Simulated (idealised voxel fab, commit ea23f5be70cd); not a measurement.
process module | voxel wiring stack
cross-section cut | 235 nm wide | cells 5 nm
A cross-section is a grid of square cells, given in bands from the top down. A band is one or more rows of cells.
Each band's line starts with the height of the band's top and of its bottom, in nm. Then come its materials from left to right, each with its width in nm. One material with "throughout" fills the band from edge to edge. "air" is empty space.
Height 0 is the level under which the wafer as received is all one material. The lowest band goes on downwards, as in "0 down".
A width such as "30 to 40" changes by the same amount from each row of cells to the next, from the band's top row to its bottom row.
"no change" after a step means that no cell of the cross-section changed.
closed voids: empty space of 8 cells or more with no open way to the top, each as width x height at its distance from the left edge, in nm
after a step's settings: what the simulator itself notes on the step
overlay nm, on a step with a mask: how far to the right of its planned place the mask lay; to the left if negative
plan
1 op RECEIVE | material Si
2 op CONFORMAL_DEP | material SiO2 | thk nm 15
3 op DIRECTIONAL_DEP | material TiN | thk nm 5
4 op DIRECTIONAL_DEP | material W | thk nm 15
5 op PATTERN | tone cover | mask id METAL_1 | material resist | width nm 25 | pitch nm 55 | thk nm 20 | overlay nm 0
6 op DIRECTIONAL_ETCH | etch materials W | depth nm 15
7 op DIRECTIONAL_ETCH | etch materials TiN | depth nm 5
8 op STRIP | etch materials resist
9 op CONFORMAL_DEP | material SiN | thk nm 5
10 op FILL_DEP | material lowk | thk nm 10
11 op CMP | height nm 35
12 op CONFORMAL_DEP | material SiCN | thk nm 5
13 op DIRECTIONAL_DEP | material SiO2 | thk nm 20
14 op DIRECTIONAL_DEP | material aC | thk nm 10
15 op PATTERN | tone open | mask id PLUG_1 | material resist | width nm 15 | pitch nm 110 | thk nm 30 | overlay nm 0
16 op DIRECTIONAL_ETCH | etch materials aC | depth nm 10
17 op STRIP | etch materials resist
18 op DIRECTIONAL_ETCH | etch materials SiO2 | depth nm 20
19 op DIRECTIONAL_ETCH | etch materials SiCN | depth nm 5
20 op STRIP | etch materials aC
21 op CONFORMAL_DEP | material TiN | thk nm 5
22 op FILL_DEP | material Ru | thk nm 5
23 op CMP | height nm 60
24 op DIRECTIONAL_DEP | material TiN | thk nm 5
25 op DIRECTIONAL_DEP | material Ru | thk nm 25
26 op PATTERN | tone cover | mask id METAL_2 | material resist | width nm 25 | pitch nm 55 | thk nm 20 | overlay nm 0
27 op DIRECTIONAL_ETCH | etch materials Ru | depth nm 25
28 op DIRECTIONAL_ETCH | etch materials TiN | depth nm 5
29 op STRIP | etch materials resist
30 op FILL_DEP | material SiO2 | thk nm 5
31 op CMP | height nm 90
32 op CONFORMAL_DEP | material SiCN | thk nm 5
33 op DIRECTIONAL_DEP | material lowk | thk nm 25
34 op MASKED_ETCH | tone open | mask id METAL_3_HOLES | width nm 15 | pitch nm 110 | etch materials lowk | depth nm 25 | overlay nm 0
35 op PATTERN | tone open | mask id METAL_3 | material resist | width nm 25 | pitch nm 55 | thk nm 20 | overlay nm 0
36 op DIRECTIONAL_ETCH | etch materials lowk | depth nm 15
37 op DIRECTIONAL_ETCH | etch materials SiCN | depth nm 5
38 op STRIP | etch materials resist
39 op CONFORMAL_DEP | material TiN | thk nm 5
40 op FILL_DEP | material Cu | thk nm 10
41 op CMP | height nm 120
42 op CONFORMAL_DEP | material SiCN | thk nm 5
43 op DIRECTIONAL_DEP | material SiO2 | thk nm 15
44 op PATTERN | tone open | mask id PLUG_3 | material resist | width nm 15 | pitch nm 55 | thk nm 20 | overlay nm 0
45 op DIRECTIONAL_ETCH | etch materials SiO2 | depth nm 15
46 op DIRECTIONAL_ETCH | etch materials SiCN | depth nm 5
47 op STRIP | etch materials resist
48 op EPI | material Ru | thk nm 10
49 op EPI | material Ru | thk nm 10
50 op CONFORMAL_DEP | material SiCN | thk nm 5
51 op DIRECTIONAL_DEP | material lowk | thk nm 15
52 op MASKED_ETCH | tone open | mask id METAL_4 | width nm 25 | pitch nm 55 | etch materials lowk | depth nm 15 | overlay nm 0
53 op MASKED_ETCH | tone open | mask id METAL_4 | width nm 25 | pitch nm 55 | etch materials SiCN | depth nm 5 | overlay nm 0
54 op CONFORMAL_DEP | material TiN | thk nm 5
55 op FILL_DEP | material Cu | thk nm 10
56 op CMP | height nm 160
57 op EPI | material Ru | thk nm 5
58 op FILL_DEP | material SiCN | thk nm 5
as received, after step 1
  0 down: Si throughout
  closed voids: none
first wafer at the end, as planned
  170 to 165: SiCN throughout
  165 to 160: SiCN 15 | Ru 35 | SiCN 20 | Ru 35 | SiCN 20 | Ru 35 | SiCN 20 | Ru 35 | SiCN 20
  160 to 145: lowk 20 | TiN 5 | Cu 15 | TiN 5 | lowk 30 | TiN 5 | Cu 15 | TiN 5 | lowk 30 | TiN 5 | Cu 15 | TiN 5 | lowk 30 | TiN 5 | Cu 15 | TiN 5 | lowk 25
  145 to 140: SiCN 20 | TiN 25 | SiCN 30 | TiN 25 | SiCN 30 | TiN 25 | SiCN 30 | TiN 25 | SiCN 25
  140 to 125: SiO2 20 | Ru 15 | SiO2 40 | Ru 15 | SiO2 40 | Ru 15 | SiO2 40 | Ru 15 | SiO2 35
  125 to 120: SiCN 20 | Ru 15 | SiCN 40 | Ru 15 | SiCN 40 | Ru 15 | SiCN 40 | Ru 15 | SiCN 35
  120 to 110: lowk 20 | TiN 5 | Cu 15 | TiN 5 | lowk 30 | TiN 5 | Cu 15 | TiN 5 | lowk 30 | TiN 5 | Cu 15 | TiN 5 | lowk 30 | TiN 5 | Cu 15 | TiN 5 | lowk 25
  110 to 105: lowk 20 | TiN 5 | Cu 5 | TiN 15 | lowk 30 | TiN 25 | lowk 30 | TiN 5 | Cu 5 | TiN 15 | lowk 30 | TiN 25 | lowk 25
  105 to 95: lowk 20 | TiN 5 | Cu 5 | TiN 5 | lowk 95 | TiN 5 | Cu 5 | TiN 5 | lowk 90
  95 to 90: SiCN 20 | TiN 15 | SiCN 95 | TiN 15 | SiCN 90
  90 to 65: SiO2 20 | Ru 25 | SiO2 30 | Ru 25 | SiO2 30 | Ru 25 | SiO2 30 | Ru 25 | SiO2 25
  65 to 60: SiO2 20 | TiN 25 | SiO2 30 | TiN 25 | SiO2 30 | TiN 25 | SiO2 30 | TiN 25 | SiO2 25
  60 to 40: SiO2 20 | TiN 5 | Ru 5 | TiN 5 | SiO2 95 | TiN 5 | Ru 5 | TiN 5 | SiO2 90
  40 to 35: SiCN 20 | TiN 15 | SiCN 95 | TiN 15 | SiCN 90
  35 to 20: lowk 15 | SiN 5 | W 25 | SiN 5 | lowk 20 | SiN 5 | W 25 | SiN 5 | lowk 20 | SiN 5 | W 25 | SiN 5 | lowk 20 | SiN 5 | W 25 | SiN 5 | lowk 20
  20 to 15: SiN 20 | TiN 25 | SiN 30 | TiN 25 | SiN 30 | TiN 25 | SiN 30 | TiN 25 | SiN 25
  15 to 0: SiO2 throughout
  0 down: Si throughout
  closed voids: none
second wafer at the end: like start, like plan, one mistake
  170 to 165: SiCN throughout
  165 to 160: SiCN 15 | Ru 35 | SiCN 20 | Ru 35 | SiCN 20 | Ru 35 | SiCN 20 | Ru 35 | SiCN 20
  160 to 155: lowk 20 | TiN 5 | Cu 15 | TiN 5 | lowk 30 | TiN 5 | Cu 15 | TiN 5 | lowk 30 | TiN 5 | Cu 15 | TiN 5 | lowk 30 | TiN 5 | Cu 15 | TiN 5 | lowk 25
  155 to 150: lowk 5 | SiCN 15 | TiN 25 | SiCN 5 | lowk 10 | SiCN 15 | TiN 25 | SiCN 5 | lowk 10 | SiCN 15 | TiN 25 | SiCN 5 | lowk 10 | SiCN 15 | TiN 25 | SiCN 5 | lowk 20
  150 to 145: lowk 5 | SiCN 5 | Ru 35 | SiCN 5 | lowk 10 | SiCN 5 | Ru 35 | SiCN 5 | lowk 10 | SiCN 5 | Ru 35 | SiCN 5 | lowk 10 | SiCN 5 | Ru 35 | SiCN 5 | lowk 20
  145 to 140: SiCN 10 | Ru 35 | SiCN 20 | Ru 35 | SiCN 20 | Ru 35 | SiCN 20 | Ru 35 | SiCN 25
  140 to 125: SiO2 20 | Ru 15 | SiO2 40 | Ru 15 | SiO2 40 | Ru 15 | SiO2 40 | Ru 15 | SiO2 35
  125 to 120: SiCN 20 | Ru 15 | SiCN 40 | Ru 15 | SiCN 40 | Ru 15 | SiCN 40 | Ru 15 | SiCN 35
  120 to 110: lowk 20 | TiN 5 | Cu 15 | TiN 5 | lowk 30 | TiN 5 | Cu 15 | TiN 5 | lowk 30 | TiN 5 | Cu 15 | TiN 5 | lowk 30 | TiN 5 | Cu 15 | TiN 5 | lowk 25
  110 to 105: lowk 20 | TiN 5 | Cu 5 | TiN 15 | lowk 30 | TiN 25 | lowk 30 | TiN 5 | Cu 5 | TiN 15 | lowk 30 | TiN 25 | lowk 25
  105 to 95: lowk 20 | TiN 5 | Cu 5 | TiN 5 | lowk 95 | TiN 5 | Cu 5 | TiN 5 | lowk 90
  95 to 90: SiCN 20 | TiN 15 | SiCN 95 | TiN 15 | SiCN 90
  90 to 65: SiO2 20 | Ru 25 | SiO2 30 | Ru 25 | SiO2 30 | Ru 25 | SiO2 30 | Ru 25 | SiO2 25
  65 to 60: SiO2 20 | TiN 25 | SiO2 30 | TiN 25 | SiO2 30 | TiN 25 | SiO2 30 | TiN 25 | SiO2 25
  60 to 40: SiO2 20 | TiN 5 | Ru 5 | TiN 5 | SiO2 95 | TiN 5 | Ru 5 | TiN 5 | SiO2 90
  40 to 35: SiCN 20 | TiN 15 | SiCN 95 | TiN 15 | SiCN 90
  35 to 20: lowk 15 | SiN 5 | W 25 | SiN 5 | lowk 20 | SiN 5 | W 25 | SiN 5 | lowk 20 | SiN 5 | W 25 | SiN 5 | lowk 20 | SiN 5 | W 25 | SiN 5 | lowk 20
  20 to 15: SiN 20 | TiN 25 | SiN 30 | TiN 25 | SiN 30 | TiN 25 | SiN 30 | TiN 25 | SiN 25
  15 to 0: SiO2 throughout
  0 down: Si throughout
  closed voids: none
what went wrong: one of the steps 48 and 49, which are alike, was run twice
at the end the second wafer has, in cells: 24 fewer of Cu | 56 more of Ru | 16 more of SiCN | 16 fewer of TiN | 32 fewer of lowk
